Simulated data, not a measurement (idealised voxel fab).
The document below concerns the process module designated voxel self aligned vias.
Displayed cross-section: cut, width of 255 nm, square cells sized 5 nm.
In what follows, cross-sections appear as grids of square cells, described through bands that run from the top down, where every band is one or more rows of cells.
In this notation a band is specified by the heights of its top and bottom, in that order and in nm, after which its materials appear from left to right, each paired with its width in nm. The word "edge to edge" attached to a single material means that material fills the band from edge to edge; the word "blank" stands for empty space.
Counting heights begins at 0, where everything beneath is, in the wafer as received, one material. The lowest band has no bottom; it goes on downwards, as "0 and below" shows.
You'd read "30 to 40" like this: the band's top row of cells is as wide as the first number, its bottom row is as wide as the second, and going down, every row changes width by the same amount as the row before did.
Any step labelled "no alteration" changed none of the cells in the cross-section.
Basically, "Tabulated closed voids" tells you about the enclosed voids: empty spaces with no open way to the top, 8 cells or bigger, each written width x height at distance, where distance is from the left edge, all in nm.
If you see something after the settings on a step's line, that's the simulator's own remark about that step.
For masked steps, "overlay nm" on the step line gives how far right of plan the mask actually lay; a minus sign means it lay to the left.
Pairs from here to the end. Each: cross-section before one process step, cross-section after it, the latter only as far down as the lowest band that changed. Under each: the step between, and its settings. Mind that the pairs may be taken from different runs of this module on the same starting wafer; whether a pair continues from the pair above depends on its entry headed "Preceding state", and it does only where that entry says so.
PRECEDING STATE
> 0 and below  Si edge to edge
> Tabulated closed voids: none
CROSS-SECTION THEREAFTER
> 10 down to 0  SiO2 edge to edge
> Below 0, the layers are the same as they were.
> Tabulated closed voids: none
Processing between the before and after sections above: CONFORMAL_DEP: material SiO2, thk nm 10
Preceding state: taken from the pair above, after panel.
CROSS-SECTION THEREAFTER
> 15 down to 10  SiCN edge to edge
> Below 10, the layers are the same as they were.
> Tabulated closed voids: none
Processing between the before and after sections above: CONFORMAL_DEP: material SiCN, thk nm 5
Preceding state: taken from the pair above, after panel.
CROSS-SECTION THEREAFTER
> 35 down to 15  SiO2 edge to edge
> Below 15, the layers are the same as they were.
> Tabulated closed voids: none
Processing between the before and after sections above: DIRECTIONAL_DEP: material SiO2, thk nm 20
Preceding state: taken from the pair above, after panel.
CROSS-SECTION THEREAFTER
> 50 down to 35  aC edge to edge
> Below 35, the layers are the same as they were.
> Tabulated closed voids: none
Processing between the before and after sections above: DIRECTIONAL_DEP: material aC, thk nm 15
Preceding state: taken from the pair above, after panel.
CROSS-SECTION THEREAFTER
> 85 down to 50  resist (55) | blank (30) | resist (25) | blank (30) | resist (25) | blank (30) | resist (60)
> Below 50, the layers are the same as they were.
> Tabulated closed voids: none
Processing between the before and after sections above: PATTERN: tone open, mask id LINES, material resist, width nm 30, pitch nm 55, thk nm 35, overlay nm 0
Preceding state: taken from the pair above, after panel.
CROSS-SECTION THEREAFTER
> 70 down to 50  resist (55) | blank (30) | resist (25) | blank (30) | resist (25) | blank (30) | resist (60)
> 50 down to 35  aC (55) | blank (30) | aC (25) | blank (30) | aC (25) | blank (30) | aC (60)
> Below 35, the layers are the same as they were.
> Tabulated closed voids: none
Processing between the before and after sections above: DIRECTIONAL_ETCH: etch materials aC, depth nm 15
Preceding state: taken from the pair above, after panel.
CROSS-SECTION THEREAFTER
> 50 down to 35  aC (55) | blank (30) | aC (25) | blank (30) | aC (25) | blank (30) | aC (60)
> Below 35, the layers are the same as they were.
> Tabulated closed voids: none
Processing between the before and after sections above: STRIP: etch materials resist
Preceding state: taken from the pair above, after panel.
CROSS-SECTION THEREAFTER
> 50 down to 35  aC (55) | blank (30) | aC (25) | blank (30) | aC (25) | blank (30) | aC (60)
> 35 down to 15  SiO2 (55) | blank (30) | SiO2 (25) | blank (30) | SiO2 (25) | blank (30) | SiO2 (60)
> Below 15, the layers are the same as they were.
> Tabulated closed voids: none
Processing between the before and after sections above: DIRECTIONAL_ETCH: etch materials SiO2, depth nm 20
Preceding state: taken from the pair above, after panel.
CROSS-SECTION THEREAFTER
> 35 down to 15  SiO2 (55) | blank (30) | SiO2 (25) | blank (30) | SiO2 (25) | blank (30) | SiO2 (60)
> Below 15, the layers are the same as they were.
> Tabulated closed voids: none
Processing between the before and after sections above: STRIP: etch materials aC
Preceding state: taken from the pair above, after panel.
CROSS-SECTION THEREAFTER
> 40 down to 35  TiN (60) | blank (20) | TiN (35) | blank (20) | TiN (35) | blank (20) | TiN (65)
> 35 down to 20  SiO2 (55) | TiN (5) | blank (20) | TiN (5) | SiO2 (25) | TiN (5) | blank (20) | TiN (5) | SiO2 (25) | TiN (5) | blank (20) | TiN (5) | SiO2 (60)
> 20 down to 15  SiO2 (55) | TiN (30) | SiO2 (25) | TiN (30) | SiO2 (25) | TiN (30) | SiO2 (60)
> Below 15, the layers are the same as they were.
> Tabulated closed voids: none
Processing between the before and after sections above: CONFORMAL_DEP: material TiN, thk nm 5
Preceding state: taken from the pair above, after panel.
CROSS-SECTION THEREAFTER
> 45 down to 40  Ru edge to edge
> 40 down to 35  TiN (60) | Ru (20) | TiN (35) | Ru (20) | TiN (35) | Ru (20) | TiN (65)
> 35 down to 20  SiO2 (55) | TiN (5) | Ru (20) | TiN (5) | SiO2 (25) | TiN (5) | Ru (20) | TiN (5) | SiO2 (25) | TiN (5) | Ru (20) | TiN (5) | SiO2 (60)
> Below 20, the layers are the same as they were.
> Tabulated closed voids: none
Processing between the before and after sections above: FILL_DEP: material Ru, thk nm 5
Preceding state: taken from the pair above, after panel.
CROSS-SECTION THEREAFTER
> 35 down to 20  SiO2 (55) | TiN (5) | Ru (20) | TiN (5) | SiO2 (25) | TiN (5) | Ru (20) | TiN (5) | SiO2 (25) | TiN (5) | Ru (20) | TiN (5) | SiO2 (60)
> Below 20, the layers are the same as they were.
> Tabulated closed voids: none
Processing between the before and after sections above: CMP: height nm 35
Preceding state: taken from the pair above, after panel.
CROSS-SECTION THEREAFTER
> 35 down to 30  SiO2 (55) | blank (30) | SiO2 (25) | blank (30) | SiO2 (25) | blank (30) | SiO2 (60)
> Below 30, the layers are the same as they were.
> Tabulated closed voids: none
Processing between the before and after sections above: SELECTIVE_ETCH: etch materials W Ru TiN, depth nm 5
Preceding state: taken from the pair above, after panel.
CROSS-SECTION THEREAFTER
> 45 down to 35  SiN edge to edge
> 35 down to 30  SiO2 (55) | SiN (30) | SiO2 (25) | SiN (30) | SiO2 (25) | SiN (30) | SiO2 (60)
> Below 30, the layers are the same as they were.
> Tabulated closed voids: none
Processing between the before and after sections above: FILL_DEP: material SiN, thk nm 10
Preceding state: taken from the pair above, after panel.
CROSS-SECTION THEREAFTER
> 35 down to 30  SiO2 (55) | SiN (30) | SiO2 (25) | SiN (30) | SiO2 (25) | SiN (30) | SiO2 (60)
> Below 30, the layers are the same as they were.
> Tabulated closed voids: none
Processing between the before and after sections above: CMP: height nm 35
Preceding state: taken from the pair above, after panel.
CROSS-SECTION THEREAFTER
> 55 down to 35  SiO2 edge to edge
> Below 35, the layers are the same as they were.
> Tabulated closed voids: none
Processing between the before and after sections above: DIRECTIONAL_DEP: material SiO2, thk nm 20
Preceding state: taken from the pair above, after panel.
CROSS-SECTION THEREAFTER
> 75 down to 55  resist (50) | blank (40) | resist (70) | blank (40) | resist (55)
> Below 55, the layers are the same as they were.
> Tabulated closed voids: none
Processing between the before and after sections above: PATTERN: tone open, mask id VIAS, material resist, width nm 40, pitch nm 110, thk nm 20, overlay nm 0
Preceding state: taken from the pair above, after panel.
CROSS-SECTION THEREAFTER
> 75 down to 55  resist (50) | blank (40) | resist (70) | blank (40) | resist (55)
> 55 down to 35  SiO2 (50) | blank (40) | SiO2 (70) | blank (40) | SiO2 (55)
> Below 35, the layers are the same as they were.
> Tabulated closed voids: none
Processing between the before and after sections above: DIRECTIONAL_ETCH: etch materials SiO2, depth nm 20
Preceding state: taken from the pair above, after panel.
CROSS-SECTION THEREAFTER
> 75 down to 55  resist (50) | blank (40) | resist (70) | blank (40) | resist (55)
> 55 down to 35  SiO2 (50) | blank (40) | SiO2 (70) | blank (40) | SiO2 (55)
> 35 down to 30  SiO2 (55) | blank (30) | SiO2 (25) | SiN (30) | SiO2 (25) | blank (30) | SiO2 (60)
> Below 30, the layers are the same as they were.
> Tabulated closed voids: none
Processing between the before and after sections above: DIRECTIONAL_ETCH: etch materials SiN, depth nm 5
Preceding state: taken from the pair above, after panel.
CROSS-SECTION THEREAFTER
> 55 down to 35  SiO2 (50) | blank (40) | SiO2 (70) | blank (40) | SiO2 (55)
> Below 35, the layers are the same as they were.
> Tabulated closed voids: none
Processing between the before and after sections above: STRIP: etch materials resist
Preceding state: taken from the pair above, after panel.
CROSS-SECTION THEREAFTER
> 60 down to 55  TiN (55) | blank (30) | TiN (80) | blank (30) | TiN (60)
> 55 down to 40  SiO2 (50) | TiN (5) | blank (30) | TiN (5) | SiO2 (70) | TiN (5) | blank (30) | TiN (5) | SiO2 (55)
> 40 down to 35  SiO2 (50) | TiN (10) | blank (20) | TiN (10) | SiO2 (70) | TiN (10) | blank (20) | TiN (10) | SiO2 (55)
> 35 down to 30  SiO2 (55) | TiN (30) | SiO2 (25) | SiN (30) | SiO2 (25) | TiN (30) | SiO2 (60)
> Below 30, the layers are the same as they were.
> Tabulated closed voids: none
Processing between the before and after sections above: CONFORMAL_DEP: material TiN, thk nm 5
Preceding state: taken from the pair above, after panel.
CROSS-SECTION THEREAFTER
> 65 down to 60  W edge to edge
> 60 down to 55  TiN (55) | W (30) | TiN (80) | W (30) | TiN (60)
> 55 down to 40  SiO2 (50) | TiN (5) | W (30) | TiN (5) | SiO2 (70) | TiN (5) | W (30) | TiN (5) | SiO2 (55)
> 40 down to 35  SiO2 (50) | TiN (10) | W (20) | TiN (10) | SiO2 (70) | TiN (10) | W (20) | TiN (10) | SiO2 (55)
> Below 35, the layers are the same as they were.
> Tabulated closed voids: none
Processing between the before and after sections above: FILL_DEP: material W, thk nm 5
Preceding state: taken from the pair above, after panel.
CROSS-SECTION THEREAFTER
> 55 down to 40  SiO2 (50) | TiN (5) | W (30) | TiN (5) | SiO2 (70) | TiN (5) | W (30) | TiN (5) | SiO2 (55)
> Below 40, the layers are the same as they were.
> Tabulated closed voids: none
Processing between the before and after sections above: CMP: height nm 55
Preceding state: taken from the pair above, after panel.
CROSS-SECTION THEREAFTER
> 60 down to 55  SiCN edge to edge
> Below 55, the layers are the same as they were.
> Tabulated closed voids: none
Processing between the before and after sections above: CONFORMAL_DEP: material SiCN, thk nm 5
PRECEDING STATE
> 0 and below  Si edge to edge
> Tabulated closed voids: none
CROSS-SECTION THEREAFTER
> 5 down to 0  SiCN edge to edge
> Below 0, the layers are the same as they were.
> Tabulated closed voids: none
Processing between the before and after sections above: CONFORMAL_DEP: material SiCN, thk nm 5
Preceding state: taken from the pair above, after panel.
CROSS-SECTION THEREAFTER
> 25 down to 5  SiO2 edge to edge
> Below 5, the layers are the same as they were.
> Tabulated closed voids: none
Processing between the before and after sections above: DIRECTIONAL_DEP: material SiO2, thk nm 20
Preceding state: taken from the pair above, after panel.
CROSS-SECTION THEREAFTER
> 40 down to 25  aC edge to edge
> Below 25, the layers are the same as they were.
> Tabulated closed voids: none
Processing between the before and after sections above: DIRECTIONAL_DEP: material aC, thk nm 15
Preceding state: taken from the pair above, after panel.
CROSS-SECTION THEREAFTER
> 75 down to 40  resist (55) | blank (30) | resist (25) | blank (30) | resist (25) | blank (30) | resist (60)
> Below 40, the layers are the same as they were.
> Tabulated closed voids: none
Processing between the before and after sections above: PATTERN: tone open, mask id LINES, material resist, width nm 30, pitch nm 55, thk nm 35, overlay nm 0
Preceding state: taken from the pair above, after panel.
CROSS-SECTION THEREAFTER
> 60 down to 40  resist (55) | blank (30) | resist (25) | blank (30) | resist (25) | blank (30) | resist (60)
> 40 down to 25  aC (55) | blank (30) | aC (25) | blank (30) | aC (25) | blank (30) | aC (60)
> Below 25, the layers are the same as they were.
> Tabulated closed voids: none
Processing between the before and after sections above: DIRECTIONAL_ETCH: etch materials aC, depth nm 15
Preceding state: taken from the pair above, after panel.
CROSS-SECTION THEREAFTER
> 40 down to 25  aC (55) | blank (30) | aC (25) | blank (30) | aC (25) | blank (30) | aC (60)
> Below 25, the layers are the same as they were.
> Tabulated closed voids: none
Processing between the before and after sections above: STRIP: etch materials resist
Preceding state: taken from the pair above, after panel.
CROSS-SECTION THEREAFTER
> 40 down to 25  aC (55) | blank (30) | aC (25) | blank (30) | aC (25) | blank (30) | aC (60)
> 25 down to 5  SiO2 (55) | blank (30) | SiO2 (25) | blank (30) | SiO2 (25) | blank (30) | SiO2 (60)
> Below 5, the layers are the same as they were.
> Tabulated closed voids: none
Processing between the before and after sections above: DIRECTIONAL_ETCH: etch materials SiO2, depth nm 20
Preceding state: taken from the pair above, after panel.
CROSS-SECTION THEREAFTER
> 25 down to 5  SiO2 (55) | blank (30) | SiO2 (25) | blank (30) | SiO2 (25) | blank (30) | SiO2 (60)
> Below 5, the layers are the same as they were.
> Tabulated closed voids: none
Processing between the before and after sections above: STRIP: etch materials aC
Preceding state: taken from the pair above, after panel.
CROSS-SECTION THEREAFTER
> 30 down to 25  TiN (60) | blank (20) | TiN (35) | blank (20) | TiN (35) | blank (20) | TiN (65)
> 25 down to 10  SiO2 (55) | TiN (5) | blank (20) | TiN (5) | SiO2 (25) | TiN (5) | blank (20) | TiN (5) | SiO2 (25) | TiN (5) | blank (20) | TiN (5) | SiO2 (60)
> 10 down to 5  SiO2 (55) | TiN (30) | SiO2 (25) | TiN (30) | SiO2 (25) | TiN (30) | SiO2 (60)
> Below 5, the layers are the same as they were.
> Tabulated closed voids: none
Processing between the before and after sections above: CONFORMAL_DEP: material TiN, thk nm 5
Preceding state: taken from the pair above, after panel.
CROSS-SECTION THEREAFTER
> 35 down to 30  Ru edge to edge
> 30 down to 25  TiN (60) | Ru (20) | TiN (35) | Ru (20) | TiN (35) | Ru (20) | TiN (65)
> 25 down to 10  SiO2 (55) | TiN (5) | Ru (20) | TiN (5) | SiO2 (25) | TiN (5) | Ru (20) | TiN (5) | SiO2 (25) | TiN (5) | Ru (20) | TiN (5) | SiO2 (60)
> Below 10, the layers are the same as they were.
> Tabulated closed voids: none
Processing between the before and after sections above: FILL_DEP: material Ru, thk nm 5
Preceding state: taken from the pair above, after panel.
CROSS-SECTION THEREAFTER
> 30 down to 25  TiN (60) | Ru (20) | TiN (35) | Ru (20) | TiN (35) | Ru (20) | TiN (65)
> Below 25, the layers are the same as they were.
> Tabulated closed voids: none
Processing between the before and after sections above: SELECTIVE_ETCH: etch materials W Ru TiN, depth nm 5
Preceding state: taken from the pair above, after panel.
CROSS-SECTION THEREAFTER
> 40 down to 30  SiN edge to edge
> Below 30, the layers are the same as they were.
> Tabulated closed voids: none
Processing between the before and after sections above: FILL_DEP: material SiN, thk nm 10
Preceding state: taken from the pair above, after panel.
CROSS-SECTION THEREAFTER
> 35 down to 30  SiN edge to edge
> Below 30, the layers are the same as they were.
> Tabulated closed voids: none
Processing between the before and after sections above: CMP: height nm 35
Preceding state: taken from the pair above, after panel.
CROSS-SECTION THEREAFTER
> 55 down to 35  SiO2 edge to edge
> Below 35, the layers are the same as they were.
> Tabulated closed voids: none
Processing between the before and after sections above: DIRECTIONAL_DEP: material SiO2, thk nm 20
Preceding state: taken from the pair above, after panel.
CROSS-SECTION THEREAFTER
> 75 down to 55  resist (50) | blank (40) | resist (70) | blank (40) | resist (55)
> Below 55, the layers are the same as they were.
> Tabulated closed voids: none
Processing between the before and after sections above: PATTERN: tone open, mask id VIAS, material resist, width nm 40, pitch nm 110, thk nm 20, overlay nm 0
Preceding state: taken from the pair above, after panel.
CROSS-SECTION THEREAFTER
> 75 down to 55  resist (50) | blank (40) | resist (70) | blank (40) | resist (55)
> 55 down to 35  SiO2 (50) | blank (40) | SiO2 (70) | blank (40) | SiO2 (55)
> Below 35, the layers are the same as they were.
> Tabulated closed voids: none
Processing between the before and after sections above: DIRECTIONAL_ETCH: etch materials SiO2, depth nm 20
Preceding state: taken from the pair above, after panel.
CROSS-SECTION THEREAFTER
> 75 down to 55  resist (50) | blank (40) | resist (70) | blank (40) | resist (55)
> 55 down to 35  SiO2 (50) | blank (40) | SiO2 (70) | blank (40) | SiO2 (55)
> 35 down to 30  SiN (50) | blank (40) | SiN (70) | blank (40) | SiN (55)
> Below 30, the layers are the same as they were.
> Tabulated closed voids: none
Processing between the before and after sections above: DIRECTIONAL_ETCH: etch materials SiN, depth nm 5
Preceding state: taken from the pair above, after panel.
CROSS-SECTION THEREAFTER
> 55 down to 35  SiO2 (50) | blank (40) | SiO2 (70) | blank (40) | SiO2 (55)
> Below 35, the layers are the same as they were.
> Tabulated closed voids: none
Processing between the before and after sections above: STRIP: etch materials resist
Preceding state: taken from the pair above, after panel.
CROSS-SECTION THEREAFTER
> 60 down to 55  TiN (55) | blank (30) | TiN (80) | blank (30) | TiN (60)
> 55 down to 35  SiO2 (50) | TiN (5) | blank (30) | TiN (5) | SiO2 (70) | TiN (5) | blank (30) | TiN (5) | SiO2 (55)
> 35 down to 30  SiN (50) | TiN (40) | SiN (70) | TiN (40) | SiN (55)
> Below 30, the layers are the same as they were.
> Tabulated closed voids: none
Processing between the before and after sections above: CONFORMAL_DEP: material TiN, thk nm 5
Preceding state: taken from the pair above, after panel.
CROSS-SECTION THEREAFTER
> 65 down to 60  W edge to edge
> 60 down to 55  TiN (55) | W (30) | TiN (80) | W (30) | TiN (60)
> 55 down to 35  SiO2 (50) | TiN (5) | W (30) | TiN (5) | SiO2 (70) | TiN (5) | W (30) | TiN (5) | SiO2 (55)
> Below 35, the layers are the same as they were.
> Tabulated closed voids: none
Processing between the before and after sections above: FILL_DEP: material W, thk nm 5
Preceding state: taken from the pair above, after panel.
CROSS-SECTION THEREAFTER
> 55 down to 35  SiO2 (50) | TiN (5) | W (30) | TiN (5) | SiO2 (70) | TiN (5) | W (30) | TiN (5) | SiO2 (55)
> Below 35, the layers are the same as they were.
> Tabulated closed voids: none
Processing between the before and after sections above: CMP: height nm 55
Preceding state: taken from the pair above, after panel.
CROSS-SECTION THEREAFTER
> 60 down to 55  SiCN edge to edge
> Below 55, the layers are the same as they were.
> Tabulated closed voids: none
Processing between the before and after sections above: CONFORMAL_DEP: material SiCN, thk nm 5
PRECEDING STATE
> 75 down to 55  resist (50) | blank (40) | resist (70) | blank (40) | resist (55)
> 55 down to 35  SiO2 (50) | blank (40) | SiO2 (70) | blank (40) | SiO2 (55)
> 35 down to 30  SiO2 (55) | SiN (30) | SiO2 (25) | SiN (30) | SiO2 (25) | SiN (30) | SiO2 (60)
> 30 down to 20  SiO2 (55) | TiN (5) | Ru (20) | TiN (5) | SiO2 (25) | TiN (5) | Ru (20) | TiN (5) | SiO2 (25) | TiN (5) | Ru (20) | TiN (5) | SiO2 (60)
> 20 down to 15  SiO2 (55) | TiN (30) | SiO2 (25) | TiN (30) | SiO2 (25) | TiN (30) | SiO2 (60)
> 15 down to 10  SiCN edge to edge
> 10 down to 0  SiO2 edge to edge
> 0 and below  Si edge to edge
> Tabulated closed voids: none
CROSS-SECTION THEREAFTER
> 75 down to 55  resist (50) | blank (40) | resist (70) | blank (40) | resist (55)
> 55 down to 35  SiO2 (50) | blank (40) | SiO2 (70) | blank (40) | SiO2 (55)
> 35 down to 30  SiO2 (50) | blank (5) | SiN (30) | blank (5) | SiO2 (20) | SiN (30) | SiO2 (20) | blank (5) | SiN (30) | blank (5) | SiO2 (55)
> 30 down to 20  SiO2 (50) | blank (5) | TiN (5) | Ru (20) | TiN (5) | blank (5) | SiO2 (20) | TiN (5) | Ru (20) | TiN (5) | SiO2 (20) | blank (5) | TiN (5) | Ru (20) | TiN (5) | blank (5) | SiO2 (55)
> 20 down to 15  SiO2 (50) | blank (5) | TiN (30) | blank (5) | SiO2 (20) | TiN (30) | SiO2 (20) | blank (5) | TiN (30) | blank (5) | SiO2 (55)
> Below 15, the layers are the same as they were.
> Tabulated closed voids: none
Processing between the before and after sections above: DIRECTIONAL_ETCH: etch materials SiO2, depth nm 20
Preceding state: taken from the pair above, after panel.
CROSS-SECTION THEREAFTER
> 75 down to 55  resist (50) | blank (40) | resist (70) | blank (40) | resist (55)
> 55 down to 35  SiO2 (50) | blank (40) | SiO2 (70) | blank (40) | SiO2 (55)
> 35 down to 30  SiO2 (50) | blank (40) | SiO2 (20) | SiN (30) | SiO2 (20) | blank (40) | SiO2 (55)
> Below 30, the layers are the same as they were.
> Tabulated closed voids: none
Processing between the before and after sections above: DIRECTIONAL_ETCH: etch materials SiN, depth nm 5
Preceding state: taken from the pair above, after panel.
CROSS-SECTION THEREAFTER
> 55 down to 35  SiO2 (50) | blank (40) | SiO2 (70) | blank (40) | SiO2 (55)
> Below 35, the layers are the same as they were.
> Tabulated closed voids: none
Processing between the before and after sections above: STRIP: etch materials resist
Preceding state: taken from the pair above, after panel.
CROSS-SECTION THEREAFTER
> 60 down to 55  TiN (55) | blank (30) | TiN (80) | blank (30) | TiN (60)
> 55 down to 35  SiO2 (50) | TiN (5) | blank (30) | TiN (5) | SiO2 (70) | TiN (5) | blank (30) | TiN (5) | SiO2 (55)
> 35 down to 30  SiO2 (50) | TiN (40) | SiO2 (20) | SiN (30) | SiO2 (20) | TiN (40) | SiO2 (55)
> 30 down to 20  SiO2 (50) | TiN (10) | Ru (20) | TiN (10) | SiO2 (20) | TiN (5) | Ru (20) | TiN (5) | SiO2 (20) | TiN (10) | Ru (20) | TiN (10) | SiO2 (55)
> 20 down to 15  SiO2 (50) | TiN (40) | SiO2 (20) | TiN (30) | SiO2 (20) | TiN (40) | SiO2 (55)
> Below 15, the layers are the same as they were.
> Tabulated closed voids: none
Processing between the before and after sections above: CONFORMAL_DEP: material TiN, thk nm 5
Preceding state: taken from the pair above, after panel.
CROSS-SECTION THEREAFTER
> 65 down to 60  W edge to edge
> 60 down to 55  TiN (55) | W (30) | TiN (80) | W (30) | TiN (60)
> 55 down to 35  SiO2 (50) | TiN (5) | W (30) | TiN (5) | SiO2 (70) | TiN (5) | W (30) | TiN (5) | SiO2 (55)
> Below 35, the layers are the same as they were.
> Tabulated closed voids: none
Processing between the before and after sections above: FILL_DEP: material W, thk nm 5
Preceding state: taken from the pair above, after panel.
CROSS-SECTION THEREAFTER
> 55 down to 35  SiO2 (50) | TiN (5) | W (30) | TiN (5) | SiO2 (70) | TiN (5) | W (30) | TiN (5) | SiO2 (55)
> Below 35, the layers are the same as they were.
> Tabulated closed voids: none
Processing between the before and after sections above: CMP: height nm 55
Preceding state: taken from the pair above, after panel.
CROSS-SECTION THEREAFTER
> 60 down to 55  SiCN edge to edge
> Below 55, the layers are the same as they were.
> Tabulated closed voids: none
Processing between the before and after sections above: CONFORMAL_DEP: material SiCN, thk nm 5
PRECEDING STATE
> 10 down to 0  SiO2 edge to edge
> 0 and below  Si edge to edge
> Tabulated closed voids: none
CROSS-SECTION THEREAFTER
> 30 down to 0  SiO2 edge to edge
> Below 0, the layers are the same as they were.
> Tabulated closed voids: none
Processing between the before and after sections above: DIRECTIONAL_DEP: material SiO2, thk nm 20
Preceding state: taken from the pair above, after panel.
CROSS-SECTION THEREAFTER
> 35 down to 30  SiCN edge to edge
> Below 30, the layers are the same as they were.
> Tabulated closed voids: none
Processing between the before and after sections above: CONFORMAL_DEP: material SiCN, thk nm 5
Preceding state: taken from the pair above, after panel.
CROSS-SECTION THEREAFTER
> 50 down to 35  aC edge to edge
> Below 35, the layers are the same as they were.
> Tabulated closed voids: none
Processing between the before and after sections above: DIRECTIONAL_DEP: material aC, thk nm 15
Preceding state: taken from the pair above, after panel.
CROSS-SECTION THEREAFTER
> 85 down to 50  resist (55) | blank (30) | resist (25) | blank (30) | resist (25) | blank (30) | resist (60)
> Below 50, the layers are the same as they were.
> Tabulated closed voids: none
Processing between the before and after sections above: PATTERN: tone open, mask id LINES, material resist, width nm 30, pitch nm 55, thk nm 35, overlay nm 0
Preceding state: taken from the pair above, after panel.
CROSS-SECTION THEREAFTER
> 70 down to 50  resist (55) | blank (30) | resist (25) | blank (30) | resist (25) | blank (30) | resist (60)
> 50 down to 35  aC (55) | blank (30) | aC (25) | blank (30) | aC (25) | blank (30) | aC (60)
> Below 35, the layers are the same as they were.
> Tabulated closed voids: none
Processing between the before and after sections above: DIRECTIONAL_ETCH: etch materials aC, depth nm 15
Preceding state: taken from the pair above, after panel.
CROSS-SECTION THEREAFTER
> 50 down to 35  aC (55) | blank (30) | aC (25) | blank (30) | aC (25) | blank (30) | aC (60)
> Below 35, the layers are the same as they were.
> Tabulated closed voids: none
Processing between the before and after sections above: STRIP: etch materials resist
Preceding state: taken from the pair above, after panel.
CROSS-SECTION THEREAFTER
> 35 down to 30  SiCN edge to edge
> Below 30, the layers are the same as they were.
> Tabulated closed voids: none
Processing between the before and after sections above: STRIP: etch materials aC
Preceding state: taken from the pair above, after panel.
CROSS-SECTION THEREAFTER
> 40 down to 35  TiN edge to edge
> Below 35, the layers are the same as they were.
> Tabulated closed voids: none
Processing between the before and after sections above: CONFORMAL_DEP: material TiN, thk nm 5
Preceding state: taken from the pair above, after panel.
CROSS-SECTION THEREAFTER
> 45 down to 40  Ru edge to edge
> Below 40, the layers are the same as they were.
> Tabulated closed voids: none
Processing between the before and after sections above: FILL_DEP: material Ru, thk nm 5
Preceding state: taken from the pair above, after panel.
CROSS-SECTION THEREAFTER
> 35 down to 30  SiCN edge to edge
> Below 30, the layers are the same as they were.
> Tabulated closed voids: none
Processing between the before and after sections above: CMP: height nm 35
Preceding state: taken from the pair above, after panel.
CROSS-SECTION THEREAFTER
> 45 down to 35  SiN edge to edge
> Below 35, the layers are the same as they were.
> Tabulated closed voids: none
Processing between the before and after sections above: FILL_DEP: material SiN, thk nm 10
Preceding state: taken from the pair above, after panel.
CROSS-SECTION THEREAFTER
> 35 down to 30  SiCN edge to edge
> Below 30, the layers are the same as they were.
> Tabulated closed voids: none
Processing between the before and after sections above: CMP: height nm 35
Preceding state: taken from the pair above, after panel.
CROSS-SECTION THEREAFTER
> 55 down to 35  SiO2 edge to edge
> Below 35, the layers are the same as they were.
> Tabulated closed voids: none
Processing between the before and after sections above: DIRECTIONAL_DEP: material SiO2, thk nm 20
Preceding state: taken from the pair above, after panel.
CROSS-SECTION THEREAFTER
> 75 down to 55  resist (50) | blank (40) | resist (70) | blank (40) | resist (55)
> Below 55, the layers are the same as they were.
> Tabulated closed voids: none
Processing between the before and after sections above: PATTERN: tone open, mask id VIAS, material resist, width nm 40, pitch nm 110, thk nm 20, overlay nm 0
Preceding state: taken from the pair above, after panel.
CROSS-SECTION THEREAFTER
> 75 down to 55  resist (50) | blank (40) | resist (70) | blank (40) | resist (55)
> 55 down to 35  SiO2 (50) | blank (40) | SiO2 (70) | blank (40) | SiO2 (55)
> Below 35, the layers are the same as they were.
> Tabulated closed voids: none
Processing between the before and after sections above: DIRECTIONAL_ETCH: etch materials SiO2, depth nm 20
Preceding state: taken from the pair above, after panel.
CROSS-SECTION THEREAFTER
> 55 down to 35  SiO2 (50) | blank (40) | SiO2 (70) | blank (40) | SiO2 (55)
> Below 35, the layers are the same as they were.
> Tabulated closed voids: none
Processing between the before and after sections above: STRIP: etch materials resist
Preceding state: taken from the pair above, after panel.
CROSS-SECTION THEREAFTER
> 60 down to 55  TiN (55) | blank (30) | TiN (80) | blank (30) | TiN (60)
> 55 down to 40  SiO2 (50) | TiN (5) | blank (30) | TiN (5) | SiO2 (70) | TiN (5) | blank (30) | TiN (5) | SiO2 (55)
> 40 down to 35  SiO2 (50) | TiN (40) | SiO2 (70) | TiN (40) | SiO2 (55)
> Below 35, the layers are the same as they were.
> Tabulated closed voids: none
Processing between the before and after sections above: CONFORMAL_DEP: material TiN, thk nm 5
Preceding state: taken from the pair above, after panel.
CROSS-SECTION THEREAFTER
> 65 down to 60  W edge to edge
> 60 down to 55  TiN (55) | W (30) | TiN (80) | W (30) | TiN (60)
> 55 down to 40  SiO2 (50) | TiN (5) | W (30) | TiN (5) | SiO2 (70) | TiN (5) | W (30) | TiN (5) | SiO2 (55)
> Below 40, the layers are the same as they were.
> Tabulated closed voids: none
Processing between the before and after sections above: FILL_DEP: material W, thk nm 5
Preceding state: taken from the pair above, after panel.
CROSS-SECTION THEREAFTER
> 55 down to 40  SiO2 (50) | TiN (5) | W (30) | TiN (5) | SiO2 (70) | TiN (5) | W (30) | TiN (5) | SiO2 (55)
> Below 40, the layers are the same as they were.
> Tabulated closed voids: none
Processing between the before and after sections above: CMP: height nm 55
Preceding state: taken from the pair above, after panel.
CROSS-SECTION THEREAFTER
> 60 down to 55  SiCN edge to edge
> Below 55, the layers are the same as they were.
> Tabulated closed voids: none
Processing between the before and after sections above: CONFORMAL_DEP: material SiCN, thk nm 5
PRECEDING STATE
> 0 and below  Si edge to edge
> Tabulated closed voids: none
CROSS-SECTION THEREAFTER
> 5 down to 0  SiO2 edge to edge
> Below 0, the layers are the same as they were.
> Tabulated closed voids: none
Processing between the before and after sections above: CONFORMAL_DEP: material SiO2, thk nm 5
Preceding state: taken from the pair above, after panel.
CROSS-SECTION THEREAFTER
> 10 down to 5  SiCN edge to edge
> Below 5, the layers are the same as they were.
> Tabulated closed voids: none
Processing between the before and after sections above: CONFORMAL_DEP: material SiCN, thk nm 5
Preceding state: taken from the pair above, after panel.
CROSS-SECTION THEREAFTER
> 30 down to 10  SiO2 edge to edge
> Below 10, the layers are the same as they were.
> Tabulated closed voids: none
Processing between the before and after sections above: DIRECTIONAL_DEP: material SiO2, thk nm 20
Preceding state: taken from the pair above, after panel.
CROSS-SECTION THEREAFTER
> 45 down to 30  aC edge to edge
> Below 30, the layers are the same as they were.
> Tabulated closed voids: none
Processing between the before and after sections above: DIRECTIONAL_DEP: material aC, thk nm 15
Preceding state: taken from the pair above, after panel.
CROSS-SECTION THEREAFTER
> 80 down to 45  resist (55) | blank (30) | resist (25) | blank (30) | resist (25) | blank (30) | resist (60)
> Below 45, the layers are the same as they were.
> Tabulated closed voids: none
Processing between the before and after sections above: PATTERN: tone open, mask id LINES, material resist, width nm 30, pitch nm 55, thk nm 35, overlay nm 0
Preceding state: taken from the pair above, after panel.
CROSS-SECTION THEREAFTER
> 65 down to 45  resist (55) | blank (30) | resist (25) | blank (30) | resist (25) | blank (30) | resist (60)
> 45 down to 30  aC (55) | blank (30) | aC (25) | blank (30) | aC (25) | blank (30) | aC (60)
> Below 30, the layers are the same as they were.
> Tabulated closed voids: none
Processing between the before and after sections above: DIRECTIONAL_ETCH: etch materials aC, depth nm 15
